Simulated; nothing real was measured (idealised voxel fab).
process module | voxel lift off
cross-section cut | 285 nm wide | cells 5 nm
A cross-section is a grid of square cells, given in bands from the top down. A band is one or more rows of cells.
Each band's line starts with the height of the band's top and of its bottom, in nm. Then come its materials from left to right, each with its width in nm. One material with "throughout" fills the band from edge to edge. "air" is empty space.
Height 0 is the level under which the wafer as received is all one material. The lowest band goes on downwards, as in "0 down".
A width such as "30 to 40" changes by the same amount from each row of cells to the next, from the band's top row to its bottom row.
"no change" after a step means that no cell of the cross-section changed.
closed voids: empty space of 8 cells or more with no open way to the top, each as width x height at its distance from the left edge, in nm
after a step's settings: what the simulator itself notes on the step
overlay nm, on a step with a mask: how far to the right of its planned place the mask lay; to the left if negative
plan
1 op RECEIVE | material Si
2 op CONFORMAL_DEP | material SiO2 | thk nm 15
3 op PATTERN | tone open | mask id LINES | material resist | width nm 25 | pitch nm 40 | thk nm 20 | overlay nm -15
4 op DIRECTIONAL_DEP | material Ru | thk nm 10
5 op STRIP | etch materials resist
6 op CONFORMAL_DEP | material SiN | thk nm 10
varied across the wafers: overlay nm of step 3. The plan shows the first wafer's value. All wafers start alike
first wafer as received, after step 1
  0 down: Si throughout
  closed voids: none
first wafer at the end, after step 6
  35 to 25: air 85 | SiN 85 | air 115
  25 to 15: SiN 95 | Ru 25 | SiN 15 | Ru 25 | SiN 125
  15 to 0: SiO2 throughout
  0 down: Si throughout
  closed voids: none
last wafer at the end
  35 to 25: air 115 | SiN 85 | air 85
  25 to 15: SiN 125 | Ru 25 | SiN 15 | Ru 25 | SiN 95
  15 to 0: SiO2 throughout
  0 down: Si throughout
  closed voids: none
each wafer at the end: cells of each material gained (+) or lost (-) since it was received, then its closed voids
overlay nm -15 | +20 Ru | +128 SiN | +171 SiO2 | closed voids: none
overlay nm -10 | +20 Ru | +128 SiN | +171 SiO2 | closed voids: none
overlay nm -5 | +20 Ru | +128 SiN | +171 SiO2 | closed voids: none
overlay nm 0 | +20 Ru | +128 SiN | +171 SiO2 | closed voids: none
overlay nm 5 | +20 Ru | +128 SiN | +171 SiO2 | closed voids: none
overlay nm 10 | +20 Ru | +128 SiN | +171 SiO2 | closed voids: none
overlay nm 15 | +20 Ru | +128 SiN | +171 SiO2 | closed voids: none
